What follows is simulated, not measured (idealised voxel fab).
Process module, titled voxel self aligned contacts
The cross-section on display is named cut; it measures 220 nm wide, and its cells are 5 nm squares.
Square cells in a grid make up a cross-section in this document, and the grid is given as bands, listed from the top down, each one or more rows of cells.
Band: top height; bottom height; in nm. Then, left to right: material with width in nm, for each material. "edge to edge": a single material spanning edge to edge. "air": empty space.
Convention: height 0 is the level below which the wafer, as received, is all one material. The lowest band does not terminate at the bottom but continues downward, represented as "0 -> down".
Quick explanation for "30..40": the width changes in equal steps down the rows of cells, from the first number in the band's top row to the second number in its bottom row.
A step reported as "no change" is a step in which no cell of the cross-section changed.
Listed in "Closed void list": every empty space of 8 or more cells without an open way to the top. Form: width x height at distance, the distance being from the left edge, all in nm.
On a step's line, text after the settings is the simulator commenting on that step.
overlay nm: on a step with a mask, how far right of its planned place the mask lay; negative means left.
-- The steps planned for the process are as follows
1 RECEIVE [material Si]
2 OXIDIZE [depth nm 5]
3 DIRECTIONAL_DEP [material polySi] [thk nm 25]
4 DIRECTIONAL_DEP [material SiN] [thk nm 20]
5 PATTERN [tone cover] [mask id GATE] [material resist] [width nm 25] [pitch nm 55] [thk nm 20] [overlay nm 0]
6 DIRECTIONAL_ETCH [etch materials SiN] [depth nm 20]
7 DIRECTIONAL_ETCH [etch materials polySi] [depth nm 25]
8 STRIP [etch materials resist]
9 CONFORMAL_DEP [material SiN] [thk nm 5]
10 DIRECTIONAL_ETCH [etch materials SiN] [depth nm 5]
11 FILL_DEP [material SiO2] [thk nm 15]
12 CMP [height nm 50]
13 PATTERN [tone open] [mask id CONTACT] [material resist] [width nm 40] [thk nm 20] [overlay nm 0]
14 DIRECTIONAL_ETCH [etch materials SiO2] [depth nm 55]
15 STRIP [etch materials resist]
16 CONFORMAL_DEP [material TiN] [thk nm 5]
17 FILL_DEP [material Ru] [thk nm 10]
18 CMP [height nm 50]
19 CONFORMAL_DEP [material SiN] [thk nm 5]
-- This is the cross-section of the wafer as we received it, i.e. after step 1
* 0 -> down  Si edge to edge
* Closed void list: none
-- Post-module cross-section: identical start and plan to those above, one misstep in execution
* 70 -> 65  SiN edge to edge
* 65 -> 55  Ru edge to edge
* 55 -> 50  TiN 95 / Ru 30 / TiN 95
* 50 -> 45  SiO2 90 / TiN 15 / Ru 10 / TiN 15 / SiO2 90
* 45 -> 25  SiO2 65 / SiN 35 / TiN 5 / Ru 10 / TiN 5 / SiN 35 / SiO2 65
* 25 -> 0  SiO2 65 / SiN 5 / polySi 25 / SiN 5 / TiN 5 / Ru 10 / TiN 5 / SiN 5 / polySi 25 / SiN 5 / SiO2 65
* 0 -> -5  SiO2 100 / TiN 20 / SiO2 100
* -5 -> down  Si edge to edge
* Closed void list: none
Misprocessing identified: step 18 of the plan was excluded from execution and never run
